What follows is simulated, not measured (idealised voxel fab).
Process module heading - voxel spacer lines
Cross-section cut: width 295 nm, square cells of 5 nm.
Just so we're on the same page, the cross-sections are grids of square cells, and they're listed out in bands top to bottom, each band one or more rows deep. Top height, bottom height, nm. Materials left to right, width each, nm. Single material + "everywhere" = fills band edge to edge. "empty" = empty. Where do heights start? At 0: under that level the wafer as delivered is made of one material only. And the lowest band has no floor; it just carries on downward, as in "z 0 and below". The width entry "30->40" should be interpreted row by row: the top row of cells in the band takes the first number, the bottom row takes the second number, and the change between adjacent rows is uniform throughout. "no change" -> step changed no cross-section cell. Any empty space of 8 cells or more lacking an open way to the top shows up in "Enclosed void inventory" as width x height at distance, distance from the left edge, in nm. It should be noted that, on the line of a given step, the content following the step's settings is a remark produced by the simulator itself with respect to that step. For masked steps, "overlay nm" on the step line gives how far right of plan the mask actually lay; a minus sign means it lay to the left.
### Process steps (planned)
1,RECEIVE | material Si
2,CONFORMAL_DEP | material Al2O3 | thk nm 10
3,DIRECTIONAL_DEP | material TiN | thk nm 10
4,DIRECTIONAL_DEP | material aC | thk nm 20
5,PATTERN | tone cover | mask id MANDREL | material resist | width nm 25 | pitch nm 70 | thk nm 25 | overlay nm 0
6,DIRECTIONAL_ETCH | etch materials aC | depth nm 20
7,STRIP | etch materials resist
8,CONFORMAL_DEP | material SiO2 | thk nm 10
9,DIRECTIONAL_ETCH | etch materials SiO2 | depth nm 10
10,STRIP | etch materials aC
11,DIRECTIONAL_ETCH | etch materials TiN | depth nm 10
12,STRIP | etch materials SiO2
13,FILL_DEP | material SiO2 | thk nm 5
14,CMP | height nm 20
### Incoming wafer, cross-sectional view, post step 1
    z 0 and below: Si everywhere
    Enclosed void inventory: none
### Sectioned view, first of two wafers, at the close of the module, processed as intended in the plan
    z 20 to 10: 55 nm SiO2, then 10 nm TiN, then 25 nm SiO2, then 10 nm TiN, then 25 nm SiO2, then 10 nm TiN, then 25 nm SiO2, then 10 nm TiN, then 25 nm SiO2, then 10 nm TiN, then 25 nm SiO2, then 10 nm TiN, then 55 nm SiO2
    z 10 to 0: Al2O3 everywhere
    z 0 and below: Si everywhere
    Enclosed void inventory: none
### End-of-module cross-section of the second wafer: identical starting point and process plan to the first, with one processing mistake
    z 20 to 10: 50 nm SiO2, then 10 nm TiN, then 35 nm SiO2, then 10 nm TiN, then 15 nm SiO2, then 10 nm TiN, then 35 nm SiO2, then 10 nm TiN, then 15 nm SiO2, then 10 nm TiN, then 35 nm SiO2, then 10 nm TiN, then 50 nm SiO2
    z 10 to 0: Al2O3 everywhere
    z 0 and below: Si everywhere
    Enclosed void inventory: none
Nonconformance to the process plan: step 5 deviated from plan and actually ran as PATTERN | tone cover | mask id MANDREL | material resist | width nm 35 | pitch nm 70 | thk nm 25 | overlay nm 0
Comparing end states, the material composition by cell count is preserved from the first wafer to the second, while the locations of the cells are not.
